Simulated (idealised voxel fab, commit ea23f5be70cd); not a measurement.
process module | voxel self aligned vias
cross-section cut | 225 nm wide | cells 5 nm
A cross-section is a grid of square cells, given in bands from the top down. A band is one or more rows of cells.
Each band's line starts with the height of the band's top and of its bottom, in nm. Then come its materials from left to right, each with its width in nm. One material with "throughout" fills the band from edge to edge. "air" is empty space.
Height 0 is the level under which the wafer as received is all one material. The lowest band goes on downwards, as in "0 down".
A width such as "30 to 40" changes by the same amount from each row of cells to the next, from the band's top row to its bottom row.
"no change" after a step means that no cell of the cross-section changed.
closed voids: empty space of 8 cells or more with no open way to the top, each as width x height at its distance from the left edge, in nm
after a step's settings: what the simulator itself notes on the step
overlay nm, on a step with a mask: how far to the right of its planned place the mask lay; to the left if negative
plan
1 op RECEIVE | material Si
2 op CONFORMAL_DEP | material SiO2 | thk nm 15
3 op CONFORMAL_DEP | material SiCN | thk nm 5
4 op DIRECTIONAL_DEP | material SiO2 | thk nm 30
5 op DIRECTIONAL_DEP | material aC | thk nm 15
6 op PATTERN | tone open | mask id LINES | material resist | width nm 20 | pitch nm 55 | thk nm 30 | overlay nm 0
7 op DIRECTIONAL_ETCH | etch materials aC | depth nm 15
8 op STRIP | etch materials resist
9 op DIRECTIONAL_ETCH | etch materials SiO2 | depth nm 30
10 op STRIP | etch materials aC
11 op CONFORMAL_DEP | material TiN | thk nm 5
12 op FILL_DEP | material Ru | thk nm 5
13 op CMP | height nm 50
14 op SELECTIVE_ETCH | etch materials W Ru TiN | depth nm 5
15 op FILL_DEP | material SiN | thk nm 10
16 op CMP | height nm 50
17 op DIRECTIONAL_DEP | material SiO2 | thk nm 15
18 op PATTERN | tone open | mask id VIAS | material resist | width nm 40 | pitch nm 55 | thk nm 15 | overlay nm 0
19 op DIRECTIONAL_ETCH | etch materials SiO2 | depth nm 15
20 op DIRECTIONAL_ETCH | etch materials SiN | depth nm 5
21 op STRIP | etch materials resist
22 op CONFORMAL_DEP | material TiN | thk nm 5
23 op FILL_DEP | material Cu | thk nm 5
24 op CMP | height nm 65
25 op CONFORMAL_DEP | material SiN | thk nm 5
first wafer, as planned
as received, after step 1
  0 down: Si throughout
  closed voids: none
after step 2
  15 to 0: SiO2 throughout
  below 0: unchanged
after step 3
  20 to 15: SiCN throughout
  below 15: unchanged
after step 4
  50 to 20: SiO2 throughout
  below 20: unchanged
after step 5
  65 to 50: aC throughout
  below 50: unchanged
after step 6
  95 to 65: resist 75 | air 20 | resist 35 | air 20 | resist 75
  below 65: unchanged
after step 7
  80 to 65: resist 75 | air 20 | resist 35 | air 20 | resist 75
  65 to 50: aC 75 | air 20 | aC 35 | air 20 | aC 75
  below 50: unchanged
after step 8
  65 to 50: aC 75 | air 20 | aC 35 | air 20 | aC 75
  below 50: unchanged
after step 9
  65 to 50: aC 75 | air 20 | aC 35 | air 20 | aC 75
  50 to 20: SiO2 75 | air 20 | SiO2 35 | air 20 | SiO2 75
  below 20: unchanged
after step 10
  50 to 20: SiO2 75 | air 20 | SiO2 35 | air 20 | SiO2 75
  below 20: unchanged
after step 11
  55 to 50: TiN 80 | air 10 | TiN 45 | air 10 | TiN 80
  50 to 25: SiO2 75 | TiN 5 | air 10 | TiN 5 | SiO2 35 | TiN 5 | air 10 | TiN 5 | SiO2 75
  25 to 20: SiO2 75 | TiN 20 | SiO2 35 | TiN 20 | SiO2 75
  below 20: unchanged
after step 12
  60 to 55: Ru throughout
  55 to 50: TiN 80 | Ru 10 | TiN 45 | Ru 10 | TiN 80
  50 to 25: SiO2 75 | TiN 5 | Ru 10 | TiN 5 | SiO2 35 | TiN 5 | Ru 10 | TiN 5 | SiO2 75
  below 25: unchanged
after step 13
  50 to 25: SiO2 75 | TiN 5 | Ru 10 | TiN 5 | SiO2 35 | TiN 5 | Ru 10 | TiN 5 | SiO2 75
  below 25: unchanged
after step 14
  50 to 45: SiO2 75 | air 20 | SiO2 35 | air 20 | SiO2 75
  below 45: unchanged
after step 15
  60 to 50: SiN throughout
  50 to 45: SiO2 75 | SiN 20 | SiO2 35 | SiN 20 | SiO2 75
  below 45: unchanged
after step 16
  50 to 45: SiO2 75 | SiN 20 | SiO2 35 | SiN 20 | SiO2 75
  below 45: unchanged
after step 17
  65 to 50: SiO2 throughout
  below 50: unchanged
after step 18
  80 to 65: resist 65 | air 40 | resist 15 | air 40 | resist 65
  below 65: unchanged
after step 19
  80 to 65: resist 65 | air 40 | resist 15 | air 40 | resist 65
  65 to 50: SiO2 65 | air 40 | SiO2 15 | air 40 | SiO2 65
  below 50: unchanged
after step 20
  80 to 65: resist 65 | air 40 | resist 15 | air 40 | resist 65
  65 to 50: SiO2 65 | air 40 | SiO2 15 | air 40 | SiO2 65
  50 to 45: SiO2 75 | air 20 | SiO2 35 | air 20 | SiO2 75
  below 45: unchanged
after step 21
  65 to 50: SiO2 65 | air 40 | SiO2 15 | air 40 | SiO2 65
  below 50: unchanged
after step 22
  70 to 65: TiN 70 | air 30 | TiN 25 | air 30 | TiN 70
  65 to 55: SiO2 65 | TiN 5 | air 30 | TiN 5 | SiO2 15 | TiN 5 | air 30 | TiN 5 | SiO2 65
  55 to 50: SiO2 65 | TiN 15 | air 10 | TiN 15 | SiO2 15 | TiN 15 | air 10 | TiN 15 | SiO2 65
  50 to 45: SiO2 75 | TiN 20 | SiO2 35 | TiN 20 | SiO2 75
  below 45: unchanged
after step 23
  75 to 70: Cu throughout
  70 to 65: TiN 70 | Cu 30 | TiN 25 | Cu 30 | TiN 70
  65 to 55: SiO2 65 | TiN 5 | Cu 30 | TiN 5 | SiO2 15 | TiN 5 | Cu 30 | TiN 5 | SiO2 65
  55 to 50: SiO2 65 | TiN 15 | Cu 10 | TiN 15 | SiO2 15 | TiN 15 | Cu 10 | TiN 15 | SiO2 65
  below 50: unchanged
after step 24
  65 to 55: SiO2 65 | TiN 5 | Cu 30 | TiN 5 | SiO2 15 | TiN 5 | Cu 30 | TiN 5 | SiO2 65
  below 55: unchanged
after step 25
  70 to 65: SiN throughout
  below 65: unchanged
second wafer: like start, like plan, one mistake. Through step 18 it matches the first wafer
when step 19 should have ended
  80 to 65: resist 65 | air 40 | resist 15 | air 40 | resist 65
  65 to 50: SiO2 65 | air 40 | SiO2 15 | air 40 | SiO2 65
  50 to 45: SiO2 65 | air 10 | SiN 20 | air 10 | SiO2 15 | air 10 | SiN 20 | air 10 | SiO2 65
  45 to 35: SiO2 65 | air 10 | TiN 5 | Ru 10 | TiN 5 | air 10 | SiO2 15 | air 10 | TiN 5 | Ru 10 | TiN 5 | air 10 | SiO2 65
  below 35: unchanged
when step 20 should have ended
  80 to 65: resist 65 | air 40 | resist 15 | air 40 | resist 65
  65 to 45: SiO2 65 | air 40 | SiO2 15 | air 40 | SiO2 65
  below 45: unchanged
when step 21 should have ended
  65 to 45: SiO2 65 | air 40 | SiO2 15 | air 40 | SiO2 65
  below 45: unchanged
when step 22 should have ended
  70 to 65: TiN 70 | air 30 | TiN 25 | air 30 | TiN 70
  65 to 50: SiO2 65 | TiN 5 | air 30 | TiN 5 | SiO2 15 | TiN 5 | air 30 | TiN 5 | SiO2 65
  50 to 45: SiO2 65 | TiN 40 | SiO2 15 | TiN 40 | SiO2 65
  45 to 35: SiO2 65 | TiN 15 | Ru 10 | TiN 15 | SiO2 15 | TiN 15 | Ru 10 | TiN 15 | SiO2 65
  below 35: unchanged
when step 23 should have ended
  75 to 70: Cu throughout
  70 to 65: TiN 70 | Cu 30 | TiN 25 | Cu 30 | TiN 70
  65 to 50: SiO2 65 | TiN 5 | Cu 30 | TiN 5 | SiO2 15 | TiN 5 | Cu 30 | TiN 5 | SiO2 65
  below 50: unchanged
when step 24 should have ended
  65 to 50: SiO2 65 | TiN 5 | Cu 30 | TiN 5 | SiO2 15 | TiN 5 | Cu 30 | TiN 5 | SiO2 65
  below 50: unchanged
when step 25 should have ended
  70 to 65: SiN throughout
  below 65: unchanged
what went wrong: step 19 was run twice
at the end the second wafer has, in cells: 8 more of Cu | 24 fewer of SiO2 | 16 more of TiN
